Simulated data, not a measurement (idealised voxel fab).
process module | voxel capacitor over wiring
cross-section cut | 270 nm wide | cells 5 nm
A cross-section is a grid of square cells, given in bands from the top down. A band is one or more rows of cells.
Each band's line starts with the height of the band's top and of its bottom, in nm. Then come its materials from left to right, each with its width in nm. One material with "throughout" fills the band from edge to edge. "air" is empty space.
Height 0 is the level under which the wafer as received is all one material. The lowest band goes on downwards, as in "0 down".
A width such as "30 to 40" changes by the same amount from each row of cells to the next, from the band's top row to its bottom row.
"no change" after a step means that no cell of the cross-section changed.
closed voids: empty space of 8 cells or more with no open way to the top, each as width x height at its distance from the left edge, in nm
after a step's settings: what the simulator itself notes on the step
overlay nm, on a step with a mask: how far to the right of its planned place the mask lay; to the left if negative
Each pair below shows a cross-section before one step and the cross-section after it, down to the lowest band that changed. The line under each pair gives the step between them, with its settings. The pairs can come from different runs of this module on the same starting wafer, so a pair continues from the pair above only where its "before" says so.
before
  0 down: Si throughout
  closed voids: none
after
  15 to 0: SiO2 throughout
  below 0: unchanged
  closed voids: none
the step between: op CONFORMAL_DEP | material SiO2 | thk nm 15
before: the cross-section after the pair above
after
  20 to 15: SiN throughout
  below 15: unchanged
  closed voids: none
the step between: op CONFORMAL_DEP | material SiN | thk nm 5
before: the cross-section after the pair above
after
  40 to 20: SiO2 throughout
  below 20: unchanged
  closed voids: none
the step between: op DIRECTIONAL_DEP | material SiO2 | thk nm 20
before: the cross-section after the pair above
after
  55 to 40: aC throughout
  below 40: unchanged
  closed voids: none
the step between: op DIRECTIONAL_DEP | material aC | thk nm 15
before: the cross-section after the pair above
after
  90 to 55: resist 80 | air 30 | resist 50 | air 30 | resist 80
  below 55: unchanged
  closed voids: none
the step between: op PATTERN | tone open | mask id METAL_1 | material resist | width nm 30 | pitch nm 80 | thk nm 35 | overlay nm 0
before: the cross-section after the pair above
after
  75 to 55: resist 80 | air 30 | resist 50 | air 30 | resist 80
  55 to 40: aC 80 | air 30 | aC 50 | air 30 | aC 80
  below 40: unchanged
  closed voids: none
the step between: op DIRECTIONAL_ETCH | etch materials aC | depth nm 15
before: the cross-section after the pair above
after
  55 to 40: aC 80 | air 30 | aC 50 | air 30 | aC 80
  below 40: unchanged
  closed voids: none
the step between: op STRIP | etch materials resist
before: the cross-section after the pair above
after
  55 to 40: aC 80 | air 30 | aC 50 | air 30 | aC 80
  40 to 20: SiO2 80 | air 30 | SiO2 50 | air 30 | SiO2 80
  below 20: unchanged
  closed voids: none
the step between: op DIRECTIONAL_ETCH | etch materials SiO2 | depth nm 20
before: the cross-section after the pair above
after
  55 to 40: aC 80 | air 30 | aC 50 | air 30 | aC 80
  40 to 20: SiO2 80 | air 30 | SiO2 50 | air 30 | SiO2 80
  20 to 15: SiN 80 | air 30 | SiN 50 | air 30 | SiN 80
  below 15: unchanged
  closed voids: none
the step between: op DIRECTIONAL_ETCH | etch materials SiN | depth nm 5
before: the cross-section after the pair above
after
  40 to 20: SiO2 80 | air 30 | SiO2 50 | air 30 | SiO2 80
  below 20: unchanged
  closed voids: none
the step between: op STRIP | etch materials aC
before: the cross-section after the pair above
after
  45 to 40: TiN 85 | air 20 | TiN 60 | air 20 | TiN 85
  40 to 20: SiO2 80 | TiN 5 | air 20 | TiN 5 | SiO2 50 | TiN 5 | air 20 | TiN 5 | SiO2 80
  20 to 15: SiN 80 | TiN 30 | SiN 50 | TiN 30 | SiN 80
  below 15: unchanged
  closed voids: none
the step between: op CONFORMAL_DEP | material TiN | thk nm 5
before: the cross-section after the pair above
after
  50 to 45: Cu throughout
  45 to 40: TiN 85 | Cu 20 | TiN 60 | Cu 20 | TiN 85
  40 to 20: SiO2 80 | TiN 5 | Cu 20 | TiN 5 | SiO2 50 | TiN 5 | Cu 20 | TiN 5 | SiO2 80
  below 20: unchanged
  closed voids: none
the step between: op FILL_DEP | material Cu | thk nm 5
before: the cross-section after the pair above
after
  40 to 20: SiO2 80 | TiN 5 | Cu 20 | TiN 5 | SiO2 50 | TiN 5 | Cu 20 | TiN 5 | SiO2 80
  below 20: unchanged
  closed voids: none
the step between: op CMP | height nm 40
before: the cross-section after the pair above
after
  45 to 40: SiCN throughout
  below 40: unchanged
  closed voids: none
the step between: op CONFORMAL_DEP | material SiCN | thk nm 5
before: the cross-section after the pair above
after
  65 to 45: lowk throughout
  below 45: unchanged
  closed voids: none
the step between: op DIRECTIONAL_DEP | material lowk | thk nm 20
before: the cross-section after the pair above
after
  65 to 45: lowk 95 | air 15 | lowk 160
  below 45: unchanged
  closed voids: none
the step between: op MASKED_ETCH | tone open | mask id PLUG_1 | width nm 15 | etch materials lowk | depth nm 20 | overlay nm 0
before: the cross-section after the pair above
after
  65 to 45: lowk 95 | air 15 | lowk 160
  45 to 40: SiCN 95 | air 15 | SiCN 160
  below 40: unchanged
  closed voids: none
the step between: op MASKED_ETCH | tone open | mask id PLUG_1 | width nm 15 | etch materials SiCN | depth nm 5 | overlay nm 0
before: the cross-section after the pair above
after
  70 to 65: TiN 100 | air 5 | TiN 165
  65 to 45: lowk 95 | TiN 5 | air 5 | TiN 5 | lowk 160
  45 to 40: SiCN 95 | TiN 15 | SiCN 160
  below 40: unchanged
  closed voids: none
the step between: op CONFORMAL_DEP | material TiN | thk nm 5
before: the cross-section after the pair above
after
  75 to 70: Cu throughout
  70 to 65: TiN 100 | Cu 5 | TiN 165
  65 to 45: lowk 95 | TiN 5 | Cu 5 | TiN 5 | lowk 160
  below 45: unchanged
  closed voids: none
the step between: op FILL_DEP | material Cu | thk nm 5
before: the cross-section after the pair above
after
  65 to 45: lowk 95 | TiN 5 | Cu 5 | TiN 5 | lowk 160
  below 45: unchanged
  closed voids: none
the step between: op CMP | height nm 65
before: the cross-section after the pair above
after
  75 to 65: TiN throughout
  below 65: unchanged
  closed voids: none
the step between: op DIRECTIONAL_DEP | material TiN | thk nm 10
before: the cross-section after the pair above
after
  80 to 75: HfO2 throughout
  below 75: unchanged
  closed voids: none
the step between: op DIRECTIONAL_DEP | material HfO2 | thk nm 5
before: the cross-section after the pair above
after
  85 to 80: TiN throughout
  below 80: unchanged
  closed voids: none
the step between: op DIRECTIONAL_DEP | material TiN | thk nm 5
before: the cross-section after the pair above
after
  100 to 85: air 95 | resist 55 | air 120
  below 85: unchanged
  closed voids: none
the step between: op PATTERN | tone cover | mask id UPPER_PLATE | material resist | width nm 55 | thk nm 15 | overlay nm 0
before: the cross-section after the pair above
after
  100 to 85: air 95 | resist 55 | air 120
  85 to 80: air 95 | TiN 55 | air 120
  below 80: unchanged
  closed voids: none
the step between: op DIRECTIONAL_ETCH | etch materials TiN | depth nm 5
before: the cross-section after the pair above
after
  100 to 85: air 95 | resist 55 | air 120
  85 to 80: air 95 | TiN 55 | air 120
  80 to 75: air 95 | HfO2 55 | air 120
  below 75: unchanged
  closed voids: none
the step between: op DIRECTIONAL_ETCH | etch materials HfO2 | depth nm 5
before: the cross-section after the pair above
after
  85 to 80: air 95 | TiN 55 | air 120
  below 80: unchanged
  closed voids: none
the step between: op STRIP | etch materials resist
before: the cross-section after the pair above
after
  95 to 85: air 95 | aC 55 | air 120
  85 to 80: aC 95 | TiN 55 | aC 120
  80 to 75: aC 95 | HfO2 55 | aC 120
  below 75: unchanged
  closed voids: none
the step between: op DIRECTIONAL_DEP | material aC | thk nm 10
before: the cross-section after the pair above
after
  120 to 95: air 90 | resist 65 | air 115
  95 to 85: air 90 | resist 5 | aC 55 | resist 5 | air 115
  below 85: unchanged
  closed voids: none
the step between: op PATTERN | tone cover | mask id LOWER_PLATE | material resist | width nm 65 | thk nm 25 | overlay nm 0
before: the cross-section after the pair above
after
  110 to 95: air 90 | resist 65 | air 115
  95 to 85: air 90 | resist 5 | aC 55 | resist 5 | air 115
  85 to 80: air 90 | aC 5 | TiN 55 | aC 5 | air 115
  80 to 75: air 90 | aC 5 | HfO2 55 | aC 5 | air 115
  below 75: unchanged
  closed voids: none
the step between: op DIRECTIONAL_ETCH | etch materials aC | depth nm 10
before: the cross-section after the pair above
after
  95 to 85: air 95 | aC 55 | air 120
  below 85: unchanged
  closed voids: none
the step between: op STRIP | etch materials resist
before: the cross-section after the pair above
after
  95 to 85: air 95 | aC 55 | air 120
  85 to 80: air 90 | aC 5 | TiN 55 | aC 5 | air 115
  80 to 75: air 90 | aC 5 | HfO2 55 | aC 5 | air 115
  75 to 65: air 90 | TiN 65 | air 115
  below 65: unchanged
  closed voids: none
the step between: op DIRECTIONAL_ETCH | etch materials TiN | depth nm 10
before: the cross-section after the pair above
after
  85 to 80: air 95 | TiN 55 | air 120
  80 to 75: air 95 | HfO2 55 | air 120
  below 75: unchanged
  closed voids: none
the step between: op STRIP | etch materials aC
before: the cross-section after the pair above
after
  100 to 85: SiO2 throughout
  85 to 80: SiO2 95 | TiN 55 | SiO2 120
  80 to 75: SiO2 95 | HfO2 55 | SiO2 120
  75 to 65: SiO2 90 | TiN 65 | SiO2 115
  below 65: unchanged
  closed voids: none
the step between: op FILL_DEP | material SiO2 | thk nm 15
before: the cross-section after the pair above
after
  95 to 85: SiO2 throughout
  below 85: unchanged
  closed voids: none
the step between: op CMP | height nm 95
before: the cross-section after the pair above
after
  105 to 95: aC throughout
  below 95: unchanged
  closed voids: none
the step between: op DIRECTIONAL_DEP | material aC | thk nm 10
before: the cross-section after the pair above
after
  135 to 105: resist 105 | air 15 | resist 150
  below 105: unchanged
  closed voids: none
the step between: op PATTERN | tone open | mask id PLUG_2 | material resist | width nm 15 | thk nm 30 | overlay nm 0
before: the cross-section after the pair above
after
  125 to 105: resist 105 | air 15 | resist 150
  105 to 95: aC 105 | air 15 | aC 150
  below 95: unchanged
  closed voids: none
the step between: op DIRECTIONAL_ETCH | etch materials aC | depth nm 10
before: the cross-section after the pair above
after
  105 to 95: aC 105 | air 15 | aC 150
  below 95: unchanged
  closed voids: none
the step between: op STRIP | etch materials resist
before: the cross-section after the pair above
after
  105 to 95: aC 105 | air 15 | aC 150
  95 to 85: SiO2 105 | air 15 | SiO2 150
  below 85: unchanged
  closed voids: none
the step between: op DIRECTIONAL_ETCH | etch materials SiO2 | depth nm 10
before: the cross-section after the pair above
after
  95 to 85: SiO2 105 | air 15 | SiO2 150
  below 85: unchanged
  closed voids: none
the step between: op STRIP | etch materials aC
before: the cross-section after the pair above
after
  100 to 95: TiN 110 | air 5 | TiN 155
  95 to 90: SiO2 105 | TiN 5 | air 5 | TiN 5 | SiO2 150
  90 to 80: SiO2 105 to 95 | TiN 15 to 55 | SiO2 150 to 120
  below 80: unchanged
  closed voids: none
the step between: op CONFORMAL_DEP | material TiN | thk nm 5
before: the cross-section after the pair above
after
  105 to 100: Ru throughout
  100 to 95: TiN 110 | Ru 5 | TiN 155
  95 to 90: SiO2 105 | TiN 5 | Ru 5 | TiN 5 | SiO2 150
  below 90: unchanged
  closed voids: none
the step between: op FILL_DEP | material Ru | thk nm 5
before: the cross-section after the pair above
after
  95 to 90: SiO2 105 | TiN 5 | Ru 5 | TiN 5 | SiO2 150
  below 90: unchanged
  closed voids: none
the step between: op CMP | height nm 95
before: the cross-section after the pair above
after
  100 to 95: SiN throughout
  below 95: unchanged
  closed voids: none
the step between: op CONFORMAL_DEP | material SiN | thk nm 5
before
  15 to 0: SiO2 throughout
  0 down: Si throughout
  closed voids: none
after
  35 to 0: SiO2 throughout
  below 0: unchanged
  closed voids: none
the step between: op DIRECTIONAL_DEP | material SiO2 | thk nm 20
before: the cross-section after the pair above
after
  50 to 35: aC throughout
  below 35: unchanged
  closed voids: none
the step between: op DIRECTIONAL_DEP | material aC | thk nm 15
before: the cross-section after the pair above
after
  85 to 50: resist 80 | air 30 | resist 50 | air 30 | resist 80
  below 50: unchanged
  closed voids: none
the step between: op PATTERN | tone open | mask id METAL_1 | material resist | width nm 30 | pitch nm 80 | thk nm 35 | overlay nm 0
before: the cross-section after the pair above
after
  70 to 50: resist 80 | air 30 | resist 50 | air 30 | resist 80
  50 to 35: aC 80 | air 30 | aC 50 | air 30 | aC 80
  below 35: unchanged
  closed voids: none
the step between: op DIRECTIONAL_ETCH | etch materials aC | depth nm 15
before: the cross-section after the pair above
after
  50 to 35: aC 80 | air 30 | aC 50 | air 30 | aC 80
  below 35: unchanged
  closed voids: none
the step between: op STRIP | etch materials resist
before: the cross-section after the pair above
after
  50 to 35: aC 80 | air 30 | aC 50 | air 30 | aC 80
  35 to 15: SiO2 80 | air 30 | SiO2 50 | air 30 | SiO2 80
  below 15: unchanged
  closed voids: none
the step between: op DIRECTIONAL_ETCH | etch materials SiO2 | depth nm 20
before: the cross-section after the pair above
after
  35 to 15: SiO2 80 | air 30 | SiO2 50 | air 30 | SiO2 80
  below 15: unchanged
  closed voids: none
the step between: op STRIP | etch materials aC
before: the cross-section after the pair above
after
  40 to 35: TiN 85 | air 20 | TiN 60 | air 20 | TiN 85
  35 to 20: SiO2 80 | TiN 5 | air 20 | TiN 5 | SiO2 50 | TiN 5 | air 20 | TiN 5 | SiO2 80
  20 to 15: SiO2 80 | TiN 30 | SiO2 50 | TiN 30 | SiO2 80
  below 15: unchanged
  closed voids: none
the step between: op CONFORMAL_DEP | material TiN | thk nm 5
before: the cross-section after the pair above
after
  45 to 40: Cu throughout
  40 to 35: TiN 85 | Cu 20 | TiN 60 | Cu 20 | TiN 85
  35 to 20: SiO2 80 | TiN 5 | Cu 20 | TiN 5 | SiO2 50 | TiN 5 | Cu 20 | TiN 5 | SiO2 80
  below 20: unchanged
  closed voids: none
the step between: op FILL_DEP | material Cu | thk nm 5
before: the cross-section after the pair above
after
  40 to 35: TiN 85 | Cu 20 | TiN 60 | Cu 20 | TiN 85
  below 35: unchanged
  closed voids: none
the step between: op CMP | height nm 40
before: the cross-section after the pair above
after
  45 to 40: SiCN throughout
  below 40: unchanged
  closed voids: none
the step between: op CONFORMAL_DEP | material SiCN | thk nm 5
before: the cross-section after the pair above
after
  65 to 45: lowk throughout
  below 45: unchanged
  closed voids: none
the step between: op DIRECTIONAL_DEP | material lowk | thk nm 20
before: the cross-section after the pair above
after
  65 to 45: lowk 95 | air 15 | lowk 160
  below 45: unchanged
  closed voids: none
the step between: op MASKED_ETCH | tone open | mask id PLUG_1 | width nm 15 | etch materials lowk | depth nm 20 | overlay nm 0
before: the cross-section after the pair above
after
  65 to 45: lowk 95 | air 15 | lowk 160
  45 to 40: SiCN 95 | air 15 | SiCN 160
  below 40: unchanged
  closed voids: none
the step between: op MASKED_ETCH | tone open | mask id PLUG_1 | width nm 15 | etch materials SiCN | depth nm 5 | overlay nm 0
before: the cross-section after the pair above
after
  70 to 65: TiN 100 | air 5 | TiN 165
  65 to 45: lowk 95 | TiN 5 | air 5 | TiN 5 | lowk 160
  45 to 40: SiCN 95 | TiN 15 | SiCN 160
  below 40: unchanged
  closed voids: none
the step between: op CONFORMAL_DEP | material TiN | thk nm 5
before: the cross-section after the pair above
after
  75 to 70: Cu throughout
  70 to 65: TiN 100 | Cu 5 | TiN 165
  65 to 45: lowk 95 | TiN 5 | Cu 5 | TiN 5 | lowk 160
  below 45: unchanged
  closed voids: none
the step between: op FILL_DEP | material Cu | thk nm 5
before: the cross-section after the pair above
after
  65 to 45: lowk 95 | TiN 5 | Cu 5 | TiN 5 | lowk 160
  below 45: unchanged
  closed voids: none
the step between: op CMP | height nm 65
before: the cross-section after the pair above
after
  75 to 65: TiN throughout
  below 65: unchanged
  closed voids: none
the step between: op DIRECTIONAL_DEP | material TiN | thk nm 10
before: the cross-section after the pair above
after
  80 to 75: HfO2 throughout
  below 75: unchanged
  closed voids: none
the step between: op DIRECTIONAL_DEP | material HfO2 | thk nm 5
before: the cross-section after the pair above
after
  85 to 80: TiN throughout
  below 80: unchanged
  closed voids: none
the step between: op DIRECTIONAL_DEP | material TiN | thk nm 5
before: the cross-section after the pair above
after
  100 to 85: air 95 | resist 55 | air 120
  below 85: unchanged
  closed voids: none
the step between: op PATTERN | tone cover | mask id UPPER_PLATE | material resist | width nm 55 | thk nm 15 | overlay nm 0
before: the cross-section after the pair above
after
  100 to 85: air 95 | resist 55 | air 120
  85 to 80: air 95 | TiN 55 | air 120
  below 80: unchanged
  closed voids: none
the step between: op DIRECTIONAL_ETCH | etch materials TiN | depth nm 5
before: the cross-section after the pair above
after
  100 to 85: air 95 | resist 55 | air 120
  85 to 80: air 95 | TiN 55 | air 120
  80 to 75: air 95 | HfO2 55 | air 120
  below 75: unchanged
  closed voids: none
the step between: op DIRECTIONAL_ETCH | etch materials HfO2 | depth nm 5
before: the cross-section after the pair above
after
  85 to 80: air 95 | TiN 55 | air 120
  below 80: unchanged
  closed voids: none
the step between: op STRIP | etch materials resist
before: the cross-section after the pair above
after
  95 to 85: air 95 | aC 55 | air 120
  85 to 80: aC 95 | TiN 55 | aC 120
  80 to 75: aC 95 | HfO2 55 | aC 120
  below 75: unchanged
  closed voids: none
the step between: op DIRECTIONAL_DEP | material aC | thk nm 10
before: the cross-section after the pair above
after
  120 to 95: air 90 | resist 65 | air 115
  95 to 85: air 90 | resist 5 | aC 55 | resist 5 | air 115
  below 85: unchanged
  closed voids: none
the step between: op PATTERN | tone cover | mask id LOWER_PLATE | material resist | width nm 65 | thk nm 25 | overlay nm 0
before: the cross-section after the pair above
after
  110 to 95: air 90 | resist 65 | air 115
  95 to 85: air 90 | resist 5 | aC 55 | resist 5 | air 115
  85 to 80: air 90 | aC 5 | TiN 55 | aC 5 | air 115
  80 to 75: air 90 | aC 5 | HfO2 55 | aC 5 | air 115
  below 75: unchanged
  closed voids: none
the step between: op DIRECTIONAL_ETCH | etch materials aC | depth nm 10
before: the cross-section after the pair above
after
  95 to 85: air 95 | aC 55 | air 120
  below 85: unchanged
  closed voids: none
the step between: op STRIP | etch materials resist
before: the cross-section after the pair above
after
  95 to 85: air 95 | aC 55 | air 120
  85 to 80: air 90 | aC 5 | TiN 55 | aC 5 | air 115
  80 to 75: air 90 | aC 5 | HfO2 55 | aC 5 | air 115
  75 to 65: air 90 | TiN 65 | air 115
  below 65: unchanged
  closed voids: none
the step between: op DIRECTIONAL_ETCH | etch materials TiN | depth nm 10
before: the cross-section after the pair above
after
  85 to 80: air 95 | TiN 55 | air 120
  80 to 75: air 95 | HfO2 55 | air 120
  below 75: unchanged
  closed voids: none
the step between: op STRIP | etch materials aC
before: the cross-section after the pair above
after
  100 to 85: SiO2 throughout
  85 to 80: SiO2 95 | TiN 55 | SiO2 120
  80 to 75: SiO2 95 | HfO2 55 | SiO2 120
  75 to 65: SiO2 90 | TiN 65 | SiO2 115
  below 65: unchanged
  closed voids: none
the step between: op FILL_DEP | material SiO2 | thk nm 15
before: the cross-section after the pair above
after
  95 to 85: SiO2 throughout
  below 85: unchanged
  closed voids: none
the step between: op CMP | height nm 95
before: the cross-section after the pair above
after
  105 to 95: aC throughout
  below 95: unchanged
  closed voids: none
the step between: op DIRECTIONAL_DEP | material aC | thk nm 10
before: the cross-section after the pair above
after
  135 to 105: resist 105 | air 15 | resist 150
  below 105: unchanged
  closed voids: none
the step between: op PATTERN | tone open | mask id PLUG_2 | material resist | width nm 15 | thk nm 30 | overlay nm 0
before: the cross-section after the pair above
after
  125 to 105: resist 105 | air 15 | resist 150
  105 to 95: aC 105 | air 15 | aC 150
  below 95: unchanged
  closed voids: none
the step between: op DIRECTIONAL_ETCH | etch materials aC | depth nm 10
before: the cross-section after the pair above
after
  105 to 95: aC 105 | air 15 | aC 150
  below 95: unchanged
  closed voids: none
the step between: op STRIP | etch materials resist
before: the cross-section after the pair above
after
  105 to 95: aC 105 | air 15 | aC 150
  95 to 85: SiO2 105 | air 15 | SiO2 150
  below 85: unchanged
  closed voids: none
the step between: op DIRECTIONAL_ETCH | etch materials SiO2 | depth nm 10
before: the cross-section after the pair above
after
  95 to 85: SiO2 105 | air 15 | SiO2 150
  below 85: unchanged
  closed voids: none
the step between: op STRIP | etch materials aC
before: the cross-section after the pair above
after
  100 to 95: TiN 110 | air 5 | TiN 155
  95 to 90: SiO2 105 | TiN 5 | air 5 | TiN 5 | SiO2 150
  90 to 80: SiO2 105 to 95 | TiN 15 to 55 | SiO2 150 to 120
  below 80: unchanged
  closed voids: none
the step between: op CONFORMAL_DEP | material TiN | thk nm 5
before: the cross-section after the pair above
after
  105 to 100: Ru throughout
  100 to 95: TiN 110 | Ru 5 | TiN 155
  95 to 90: SiO2 105 | TiN 5 | Ru 5 | TiN 5 | SiO2 150
  below 90: unchanged
  closed voids: none
the step between: op FILL_DEP | material Ru | thk nm 5
before: the cross-section after the pair above
after
  95 to 90: SiO2 105 | TiN 5 | Ru 5 | TiN 5 | SiO2 150
  below 90: unchanged
  closed voids: none
the step between: op CMP | height nm 95
before: the cross-section after the pair above
after
  100 to 95: SiN throughout
  below 95: unchanged
  closed voids: none
the step between: op CONFORMAL_DEP | material SiN | thk nm 5
before
  15 to 0: SiO2 throughout
  0 down: Si throughout
  closed voids: none
after
  30 to 0: SiO2 throughout
  below 0: unchanged
  closed voids: none
the step between: op CONFORMAL_DEP | material SiO2 | thk nm 15
before: the cross-section after the pair above
after
  35 to 30: SiN throughout
  below 30: unchanged
  closed voids: none
the step between: op CONFORMAL_DEP | material SiN | thk nm 5
before: the cross-section after the pair above
after
  55 to 35: SiO2 throughout
  below 35: unchanged
  closed voids: none
the step between: op DIRECTIONAL_DEP | material SiO2 | thk nm 20
before: the cross-section after the pair above
after
  70 to 55: aC throughout
  below 55: unchanged
  closed voids: none
the step between: op DIRECTIONAL_DEP | material aC | thk nm 15
before: the cross-section after the pair above
after
  105 to 70: resist 80 | air 30 | resist 50 | air 30 | resist 80
  below 70: unchanged
  closed voids: none
the step between: op PATTERN | tone open | mask id METAL_1 | material resist | width nm 30 | pitch nm 80 | thk nm 35 | overlay nm 0
before: the cross-section after the pair above
after
  90 to 70: resist 80 | air 30 | resist 50 | air 30 | resist 80
  70 to 55: aC 80 | air 30 | aC 50 | air 30 | aC 80
  below 55: unchanged
  closed voids: none
the step between: op DIRECTIONAL_ETCH | etch materials aC | depth nm 15
before: the cross-section after the pair above
after
  70 to 55: aC 80 | air 30 | aC 50 | air 30 | aC 80
  below 55: unchanged
  closed voids: none
the step between: op STRIP | etch materials resist
before: the cross-section after the pair above
after
  70 to 55: aC 80 | air 30 | aC 50 | air 30 | aC 80
  55 to 35: SiO2 80 | air 30 | SiO2 50 | air 30 | SiO2 80
  below 35: unchanged
  closed voids: none
the step between: op DIRECTIONAL_ETCH | etch materials SiO2 | depth nm 20
before: the cross-section after the pair above
after
  70 to 55: aC 80 | air 30 | aC 50 | air 30 | aC 80
  55 to 35: SiO2 80 | air 30 | SiO2 50 | air 30 | SiO2 80
  35 to 30: SiN 80 | air 30 | SiN 50 | air 30 | SiN 80
  below 30: unchanged
  closed voids: none
the step between: op DIRECTIONAL_ETCH | etch materials SiN | depth nm 5
before: the cross-section after the pair above
after
  55 to 35: SiO2 80 | air 30 | SiO2 50 | air 30 | SiO2 80
  below 35: unchanged
  closed voids: none
the step between: op STRIP | etch materials aC
before: the cross-section after the pair above
after
  60 to 55: TiN 85 | air 20 | TiN 60 | air 20 | TiN 85
  55 to 35: SiO2 80 | TiN 5 | air 20 | TiN 5 | SiO2 50 | TiN 5 | air 20 | TiN 5 | SiO2 80
  35 to 30: SiN 80 | TiN 30 | SiN 50 | TiN 30 | SiN 80
  below 30: unchanged
  closed voids: none
the step between: op CONFORMAL_DEP | material TiN | thk nm 5
before: the cross-section after the pair above
after
  65 to 60: Cu throughout
  60 to 55: TiN 85 | Cu 20 | TiN 60 | Cu 20 | TiN 85
  55 to 35: SiO2 80 | TiN 5 | Cu 20 | TiN 5 | SiO2 50 | TiN 5 | Cu 20 | TiN 5 | SiO2 80
  below 35: unchanged
  closed voids: none
the step between: op FILL_DEP | material Cu | thk nm 5
before: the cross-section after the pair above
after
  40 to 35: SiO2 80 | TiN 5 | Cu 20 | TiN 5 | SiO2 50 | TiN 5 | Cu 20 | TiN 5 | SiO2 80
  below 35: unchanged
  closed voids: none
the step between: op CMP | height nm 40
before: the cross-section after the pair above
after
  45 to 40: SiCN throughout
  below 40: unchanged
  closed voids: none
the step between: op CONFORMAL_DEP | material SiCN | thk nm 5
before: the cross-section after the pair above
after
  65 to 45: lowk throughout
  below 45: unchanged
  closed voids: none
the step between: op DIRECTIONAL_DEP | material lowk | thk nm 20
before: the cross-section after the pair above
after
  65 to 45: lowk 95 | air 15 | lowk 160
  below 45: unchanged
  closed voids: none
the step between: op MASKED_ETCH | tone open | mask id PLUG_1 | width nm 15 | etch materials lowk | depth nm 20 | overlay nm 0
before: the cross-section after the pair above
after
  65 to 45: lowk 95 | air 15 | lowk 160
  45 to 40: SiCN 95 | air 15 | SiCN 160
  below 40: unchanged
  closed voids: none
the step between: op MASKED_ETCH | tone open | mask id PLUG_1 | width nm 15 | etch materials SiCN | depth nm 5 | overlay nm 0
before: the cross-section after the pair above
after
  70 to 65: TiN 100 | air 5 | TiN 165
  65 to 45: lowk 95 | TiN 5 | air 5 | TiN 5 | lowk 160
  45 to 40: SiCN 95 | TiN 15 | SiCN 160
  below 40: unchanged
  closed voids: none
the step between: op CONFORMAL_DEP | material TiN | thk nm 5
before: the cross-section after the pair above
after
  75 to 70: Cu throughout
  70 to 65: TiN 100 | Cu 5 | TiN 165
  65 to 45: lowk 95 | TiN 5 | Cu 5 | TiN 5 | lowk 160
  below 45: unchanged
  closed voids: none
the step between: op FILL_DEP | material Cu | thk nm 5
before: the cross-section after the pair above
after
  65 to 45: lowk 95 | TiN 5 | Cu 5 | TiN 5 | lowk 160
  below 45: unchanged
  closed voids: none
the step between: op CMP | height nm 65
before: the cross-section after the pair above
after
  75 to 65: TiN throughout
  below 65: unchanged
  closed voids: none
the step between: op DIRECTIONAL_DEP | material TiN | thk nm 10
before: the cross-section after the pair above
after
  80 to 75: HfO2 throughout
  below 75: unchanged
  closed voids: none
the step between: op DIRECTIONAL_DEP | material HfO2 | thk nm 5
before: the cross-section after the pair above
after
  85 to 80: TiN throughout
  below 80: unchanged
  closed voids: none
the step between: op DIRECTIONAL_DEP | material TiN | thk nm 5
before: the cross-section after the pair above
after
  100 to 85: air 95 | resist 55 | air 120
  below 85: unchanged
  closed voids: none
the step between: op PATTERN | tone cover | mask id UPPER_PLATE | material resist | width nm 55 | thk nm 15 | overlay nm 0
before: the cross-section after the pair above
after
  100 to 85: air 95 | resist 55 | air 120
  85 to 80: air 95 | TiN 55 | air 120
  below 80: unchanged
  closed voids: none
the step between: op DIRECTIONAL_ETCH | etch materials TiN | depth nm 5
before: the cross-section after the pair above
after
  100 to 85: air 95 | resist 55 | air 120
  85 to 80: air 95 | TiN 55 | air 120
  80 to 75: air 95 | HfO2 55 | air 120
  below 75: unchanged
  closed voids: none
the step between: op DIRECTIONAL_ETCH | etch materials HfO2 | depth nm 5
before: the cross-section after the pair above
after
  85 to 80: air 95 | TiN 55 | air 120
  below 80: unchanged
  closed voids: none
the step between: op STRIP | etch materials resist
before: the cross-section after the pair above
after
  95 to 85: air 95 | aC 55 | air 120
  85 to 80: aC 95 | TiN 55 | aC 120
  80 to 75: aC 95 | HfO2 55 | aC 120
  below 75: unchanged
  closed voids: none
the step between: op DIRECTIONAL_DEP | material aC | thk nm 10
before: the cross-section after the pair above
after
  120 to 95: air 90 | resist 65 | air 115
  95 to 85: air 90 | resist 5 | aC 55 | resist 5 | air 115
  below 85: unchanged
  closed voids: none
the step between: op PATTERN | tone cover | mask id LOWER_PLATE | material resist | width nm 65 | thk nm 25 | overlay nm 0
before: the cross-section after the pair above
after
  110 to 95: air 90 | resist 65 | air 115
  95 to 85: air 90 | resist 5 | aC 55 | resist 5 | air 115
  85 to 80: air 90 | aC 5 | TiN 55 | aC 5 | air 115
  80 to 75: air 90 | aC 5 | HfO2 55 | aC 5 | air 115
  below 75: unchanged
  closed voids: none
the step between: op DIRECTIONAL_ETCH | etch materials aC | depth nm 10
before: the cross-section after the pair above
after
  95 to 85: air 95 | aC 55 | air 120
  below 85: unchanged
  closed voids: none
the step between: op STRIP | etch materials resist
before: the cross-section after the pair above
after
  95 to 85: air 95 | aC 55 | air 120
  85 to 80: air 90 | aC 5 | TiN 55 | aC 5 | air 115
  80 to 75: air 90 | aC 5 | HfO2 55 | aC 5 | air 115
  75 to 65: air 90 | TiN 65 | air 115
  below 65: unchanged
  closed voids: none
the step between: op DIRECTIONAL_ETCH | etch materials TiN | depth nm 10
before: the cross-section after the pair above
after
  85 to 80: air 95 | TiN 55 | air 120
  80 to 75: air 95 | HfO2 55 | air 120
  below 75: unchanged
  closed voids: none
the step between: op STRIP | etch materials aC
before: the cross-section after the pair above
after
  100 to 85: SiO2 throughout
  85 to 80: SiO2 95 | TiN 55 | SiO2 120
  80 to 75: SiO2 95 | HfO2 55 | SiO2 120
  75 to 65: SiO2 90 | TiN 65 | SiO2 115
  below 65: unchanged
  closed voids: none
the step between: op FILL_DEP | material SiO2 | thk nm 15
before: the cross-section after the pair above
after
  95 to 85: SiO2 throughout
  below 85: unchanged
  closed voids: none
the step between: op CMP | height nm 95
before: the cross-section after the pair above
after
  105 to 95: aC throughout
  below 95: unchanged
  closed voids: none
the step between: op DIRECTIONAL_DEP | material aC | thk nm 10
before: the cross-section after the pair above
after
  135 to 105: resist 105 | air 15 | resist 150
  below 105: unchanged
  closed voids: none
the step between: op PATTERN | tone open | mask id PLUG_2 | material resist | width nm 15 | thk nm 30 | overlay nm 0
before: the cross-section after the pair above
after
  125 to 105: resist 105 | air 15 | resist 150
  105 to 95: aC 105 | air 15 | aC 150
  below 95: unchanged
  closed voids: none
the step between: op DIRECTIONAL_ETCH | etch materials aC | depth nm 10
before: the cross-section after the pair above
after
  105 to 95: aC 105 | air 15 | aC 150
  below 95: unchanged
  closed voids: none
the step between: op STRIP | etch materials resist
before: the cross-section after the pair above
after
  105 to 95: aC 105 | air 15 | aC 150
  95 to 85: SiO2 105 | air 15 | SiO2 150
  below 85: unchanged
  closed voids: none
the step between: op DIRECTIONAL_ETCH | etch materials SiO2 | depth nm 10
before: the cross-section after the pair above
after
  95 to 85: SiO2 105 | air 15 | SiO2 150
  below 85: unchanged
  closed voids: none
the step between: op STRIP | etch materials aC
